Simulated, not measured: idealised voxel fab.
Process module heading - voxel tone inversion
Xsec cut, 255 nm wide, square cell size 5 nm.
A cross-section in this document is a grid of square cells, and it is written down as bands, the top band listed before the ones below it; a band is made up of one or more rows of cells.
Read a band's entry like this: the first values are the height of its top and the height of its bottom in nm, and what follows is the sequence of materials from left to right, each with its width in nm. Note that "empty" is empty space, and that a single material marked "throughout" reaches across the band from edge to edge.
Height is counted from the level 0, under which the received wafer is composed throughout of one material. The lowest of the bands is not closed at the bottom but continues downward, in the notation "z 0 and below".
A two-number width, for instance "30..40", indicates that the width is equal to the first number in the top row of the band and to the second number in the bottom row, and that it changes by a constant amount per row of cells.
It should be understood that the words "nothing was modified", when stated for a given step, signify that the cross-section underwent no change in any of its cells during that step.
The label "Enclosed void inventory" introduces a list of the empty spaces, 8 cells or larger, that have no open way up to the top; each entry in it reads width x height at distance, where the distance is taken from the left edge and all three are stated in nm.
after a step's settings: what the simulator itself notes on the step
The setting "overlay nm" may be written on the line of a step. When the step uses a mask, the value reports how far to the right of the planned place the mask lay, and a negative value reports that it lay to the left.
PLANNED PROCESS STEPS
1) RECEIVE with material Si
2) CONFORMAL_DEP with material SiN, thk nm 5
3) DIRECTIONAL_DEP with material polySi, thk nm 15
4) PATTERN with tone cover, mask id POSTS, material resist, width nm 25, pitch nm 40, thk nm 25, overlay nm 0
5) DIRECTIONAL_ETCH with etch materials polySi, depth nm 15
6) STRIP with etch materials resist
7) FILL_DEP with material lowk, thk nm 5
8) CMP with height nm 20
9) STRIP with etch materials polySi
10) CONFORMAL_DEP with material TiN, thk nm 5
11) FILL_DEP with material Cu, thk nm 10
12) CMP with height nm 20
13) CONFORMAL_DEP with material SiN, thk nm 5
FIRST OF TWO WAFERS - AS PLANNED
CROSS-SECTION OF THE INCOMING WAFER, STATE AFTER STEP 1
    z 0 and below = Si throughout
    Enclosed void inventory: none
WAFER AFTER STEP 2 (CROSS-SECTION)
    z 5 to 0 = SiN throughout
    below 0: unchanged
WAFER AFTER STEP 3 (CROSS-SECTION)
    z 20 to 5 = polySi throughout
    below 5: unchanged
WAFER AFTER STEP 4 (CROSS-SECTION)
    z 45 to 20 = 95 nm empty  25 nm resist  15 nm empty  25 nm resist  95 nm empty
    below 20: unchanged
WAFER AFTER STEP 5 (CROSS-SECTION)
    z 45 to 20 = 95 nm empty  25 nm resist  15 nm empty  25 nm resist  95 nm empty
    z 20 to 5 = 95 nm empty  25 nm polySi  15 nm empty  25 nm polySi  95 nm empty
    below 5: unchanged
WAFER AFTER STEP 6 (CROSS-SECTION)
    z 20 to 5 = 95 nm empty  25 nm polySi  15 nm empty  25 nm polySi  95 nm empty
    below 5: unchanged
WAFER AFTER STEP 7 (CROSS-SECTION)
    z 25 to 20 = lowk throughout
    z 20 to 5 = 95 nm lowk  25 nm polySi  15 nm lowk  25 nm polySi  95 nm lowk
    below 5: unchanged
WAFER AFTER STEP 8 (CROSS-SECTION)
    z 20 to 5 = 95 nm lowk  25 nm polySi  15 nm lowk  25 nm polySi  95 nm lowk
    below 5: unchanged
WAFER AFTER STEP 9 (CROSS-SECTION)
    z 20 to 5 = 95 nm lowk  25 nm empty  15 nm lowk  25 nm empty  95 nm lowk
    below 5: unchanged
WAFER AFTER STEP 10 (CROSS-SECTION)
    z 25 to 20 = 100 nm TiN  15 nm empty  25 nm TiN  15 nm empty  100 nm TiN
    z 20 to 10 = 95 nm lowk  5 nm TiN  15 nm empty  5 nm TiN  15 nm lowk  5 nm TiN  15 nm empty  5 nm TiN  95 nm lowk
    z 10 to 5 = 95 nm lowk  25 nm TiN  15 nm lowk  25 nm TiN  95 nm lowk
    below 5: unchanged
WAFER AFTER STEP 11 (CROSS-SECTION)
    z 35 to 25 = Cu throughout
    z 25 to 20 = 100 nm TiN  15 nm Cu  25 nm TiN  15 nm Cu  100 nm TiN
    z 20 to 10 = 95 nm lowk  5 nm TiN  15 nm Cu  5 nm TiN  15 nm lowk  5 nm TiN  15 nm Cu  5 nm TiN  95 nm lowk
    below 10: unchanged
WAFER AFTER STEP 12 (CROSS-SECTION)
    z 20 to 10 = 95 nm lowk  5 nm TiN  15 nm Cu  5 nm TiN  15 nm lowk  5 nm TiN  15 nm Cu  5 nm TiN  95 nm lowk
    below 10: unchanged
WAFER AFTER STEP 13 (CROSS-SECTION)
    z 25 to 20 = SiN throughout
    below 20: unchanged
SECOND WAFER, SAME STARTING STATE AND PLAN AS THE FIRST, ONE MISTAKE IN THE RUN, IDENTICAL THROUGH STEP 1
Planned end of step 2: second wafer, cross-section: nothing was modified
PLANNED END OF STEP 3: SECOND WAFER, CROSS-SECTION
    z 15 to 0 = polySi throughout
    below 0: unchanged
PLANNED END OF STEP 4: SECOND WAFER, CROSS-SECTION
    z 40 to 15 = 95 nm empty  25 nm resist  15 nm empty  25 nm resist  95 nm empty
    below 15: unchanged
PLANNED END OF STEP 5: SECOND WAFER, CROSS-SECTION
    z 40 to 15 = 95 nm empty  25 nm resist  15 nm empty  25 nm resist  95 nm empty
    z 15 to 0 = 95 nm empty  25 nm polySi  15 nm empty  25 nm polySi  95 nm empty
    below 0: unchanged
PLANNED END OF STEP 6: SECOND WAFER, CROSS-SECTION
    z 15 to 0 = 95 nm empty  25 nm polySi  15 nm empty  25 nm polySi  95 nm empty
    below 0: unchanged
PLANNED END OF STEP 7: SECOND WAFER, CROSS-SECTION
    z 20 to 15 = lowk throughout
    z 15 to 0 = 95 nm lowk  25 nm polySi  15 nm lowk  25 nm polySi  95 nm lowk
    below 0: unchanged
Planned end of step 8: second wafer, cross-section: nothing was modified
Planned end of step 9: second wafer, cross-section: nothing was modified
PLANNED END OF STEP 10: SECOND WAFER, CROSS-SECTION
    z 25 to 20 = TiN throughout
    below 20: unchanged
PLANNED END OF STEP 11: SECOND WAFER, CROSS-SECTION
    z 35 to 25 = Cu throughout
    below 25: unchanged
PLANNED END OF STEP 12: SECOND WAFER, CROSS-SECTION
    z 20 to 15 = lowk throughout
    below 15: unchanged
PLANNED END OF STEP 13: SECOND WAFER, CROSS-SECTION
    z 25 to 20 = SiN throughout
    below 20: unchanged
In executing the process, a mistake was made relative to the plan: step 2 of the plan did not run at all; it was left out
Looking at both finished wafers in cells, the second ends up ahead of or behind the first on some materials: 12 fewer of Cu; 51 fewer of SiN; 18 fewer of TiN; 51 more of lowk; 30 more of polySi
